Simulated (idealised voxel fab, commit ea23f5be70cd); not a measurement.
The following process module bears the name voxel capacitor over wiring.
This is section cut - it's 255 nm across, gridded in 5 nm square cells.
Cross-sections here: square-cell grids, written as top-down lists of bands, a band being one or more rows of cells. Band entry format. Leading values: height of top, height of bottom, nm. Remainder: materials in left-to-right order, each with its width in nm. Special words: "edge to edge" on a single material, which then fills the band edge to edge; "air", empty space. A quick word on heights: they are counted from 0, and under that level the wafer as it came to us is one material throughout. The lowest band is different from the rest in having no bottom; it simply continues downward, written as in "0 down". Width "30 to 40": first value at the band's top row of cells, second value at its bottom row, equal change from row to row. "remains unaltered" (step): cross-section cells unchanged, all of them. Closed-off voids of 8+ cells (no open route to the top) go in "Closed-off voids", written width x height at distance from the left edge, in nm. Note: text after step settings on the step line = simulator remark on that step. overlay nm: right-of-plan distance of the mask on a masked step; negative values mean left-of-plan.
-- Planned step list for the process
| 1 | RECEIVE: material Si |
| 2 | CONFORMAL_DEP: material SiO2, thk nm 15 |
| 3 | DIRECTIONAL_DEP: material TiN, thk nm 5 |
| 4 | DIRECTIONAL_DEP: material W, thk nm 15 |
| 5 | MASKED_ETCH: tone cover, mask id METAL_1, width nm 25, pitch nm 85, etch materials W, depth nm 15, overlay nm 0 |
| 6 | MASKED_ETCH: tone cover, mask id METAL_1, width nm 25, pitch nm 85, etch materials TiN, depth nm 5, overlay nm 0 |
| 7 | CONFORMAL_DEP: material SiCN, thk nm 5 |
| 8 | FILL_DEP: material lowk, thk nm 10 |
| 9 | CMP: height nm 35 |
| 10 | CONFORMAL_DEP: material SiCN, thk nm 5 |
| 11 | DIRECTIONAL_DEP: material lowk, thk nm 10 |
| 12 | DIRECTIONAL_DEP: material aC, thk nm 15 |
| 13 | PATTERN: tone open, mask id PLUG_1, material resist, width nm 15, thk nm 30, overlay nm 0 |
| 14 | DIRECTIONAL_ETCH: etch materials aC, depth nm 15 |
| 15 | STRIP: etch materials resist |
| 16 | DIRECTIONAL_ETCH: etch materials lowk, depth nm 10 |
| 17 | DIRECTIONAL_ETCH: etch materials SiCN, depth nm 5 |
| 18 | STRIP: etch materials aC |
| 19 | CONFORMAL_DEP: material TiN, thk nm 5 |
| 20 | FILL_DEP: material Cu, thk nm 5 |
| 21 | CMP: height nm 50 |
| 22 | DIRECTIONAL_DEP: material TiN, thk nm 5 |
| 23 | DIRECTIONAL_DEP: material HfO2, thk nm 5 |
| 24 | DIRECTIONAL_DEP: material TiN, thk nm 10 |
| 25 | DIRECTIONAL_DEP: material aC, thk nm 15 |
| 26 | PATTERN: tone cover, mask id UPPER_PLATE, material resist, width nm 65, thk nm 35, overlay nm 0 |
| 27 | DIRECTIONAL_ETCH: etch materials aC, depth nm 15 |
| 28 | STRIP: etch materials resist |
| 29 | DIRECTIONAL_ETCH: etch materials TiN, depth nm 10 |
| 30 | DIRECTIONAL_ETCH: etch materials HfO2, depth nm 5 |
| 31 | STRIP: etch materials aC |
| 32 | DIRECTIONAL_DEP: material aC, thk nm 15 |
| 33 | PATTERN: tone cover, mask id LOWER_PLATE, material resist, width nm 75, thk nm 30, overlay nm 0 |
| 34 | DIRECTIONAL_ETCH: etch materials aC, depth nm 15 |
| 35 | STRIP: etch materials resist |
| 36 | DIRECTIONAL_ETCH: etch materials TiN, depth nm 5 |
| 37 | STRIP: etch materials aC |
| 38 | FILL_DEP: material SiO2, thk nm 20 |
| 39 | CMP: height nm 85 |
| 40 | PATTERN: tone open, mask id PLUG_2, material resist, width nm 15, thk nm 15, overlay nm 0 |
| 41 | DIRECTIONAL_ETCH: etch materials SiO2, depth nm 15 |
| 42 | STRIP: etch materials resist |
| 43 | CONFORMAL_DEP: material TiN, thk nm 5 |
| 44 | FILL_DEP: material Cu, thk nm 5 |
| 45 | CMP: height nm 85 |
| 46 | CONFORMAL_DEP: material SiCN, thk nm 5 |
-- as received, after step 1
> 0 down  Si edge to edge
> Closed-off voids: none
-- End-of-module XS, first of two wafers, run as planned
> 90 to 85  SiCN edge to edge
> 85 to 75  90 of SiO2, then 5 of TiN, then 5 of Cu, then 5 of TiN, then 150 of SiO2
> 75 to 70  90 of SiO2, then 15 of TiN, then 150 of SiO2
> 70 to 60  80 of SiO2, then 65 of TiN, then 110 of SiO2
> 60 to 55  80 of SiO2, then 65 of HfO2, then 110 of SiO2
> 55 to 50  75 of SiO2, then 75 of TiN, then 105 of SiO2
> 50 to 40  80 of lowk, then 5 of TiN, then 5 of Cu, then 5 of TiN, then 160 of lowk
> 40 to 35  80 of SiCN, then 15 of TiN, then 160 of SiCN
> 35 to 20  65 of lowk, then 5 of SiCN, then 25 of W, then 5 of SiCN, then 50 of lowk, then 5 of SiCN, then 25 of W, then 5 of SiCN, then 70 of lowk
> 20 to 15  70 of SiCN, then 25 of TiN, then 60 of SiCN, then 25 of TiN, then 75 of SiCN
> 15 to 0  SiO2 edge to edge
> 0 down  Si edge to edge
> Closed-off voids: none
-- What the second wafer looks like in cross-section once the module is done. Its start and its plan matched the first wafer's exactly; what differed was one mistake in how it was run
> 90 to 85  SiCN edge to edge
> 85 to 75  90 of SiO2, then 5 of TiN, then 5 of Cu, then 5 of TiN, then 150 of SiO2
> 75 to 70  90 of SiO2, then 15 of TiN, then 150 of SiO2
> 70 to 60  80 of SiO2, then 65 of TiN, then 110 of SiO2
> 60 to 55  80 of SiO2, then 65 of HfO2, then 110 of SiO2
> 55 to 50  75 of SiO2, then 75 of TiN, then 105 of SiO2
> 50 to 40  80 of lowk, then 5 of TiN, then 5 of Cu, then 5 of TiN, then 160 of lowk
> 40 to 35  80 of SiCN, then 15 of TiN, then 160 of SiCN
> 35 to 25  65 of lowk, then 5 of SiCN, then 25 of W, then 5 of SiCN, then 50 of lowk, then 5 of SiCN, then 25 of W, then 5 of SiCN, then 70 of lowk
> 25 to 20  70 of SiCN, then 25 of W, then 60 of SiCN, then 25 of W, then 75 of SiCN
> 20 to 5  SiO2 edge to edge
> 5 to 0  TiN edge to edge
> 0 down  Si edge to edge
> Closed-off voids: none
The mistake made against the process plan was this: steps 2 and 3 traded places in the executed sequence
Wrapping up, a cell-based count of both wafers puts the second over or under the first for these materials: 4 fewer of SiCN | 41 more of TiN | 37 fewer of lowk
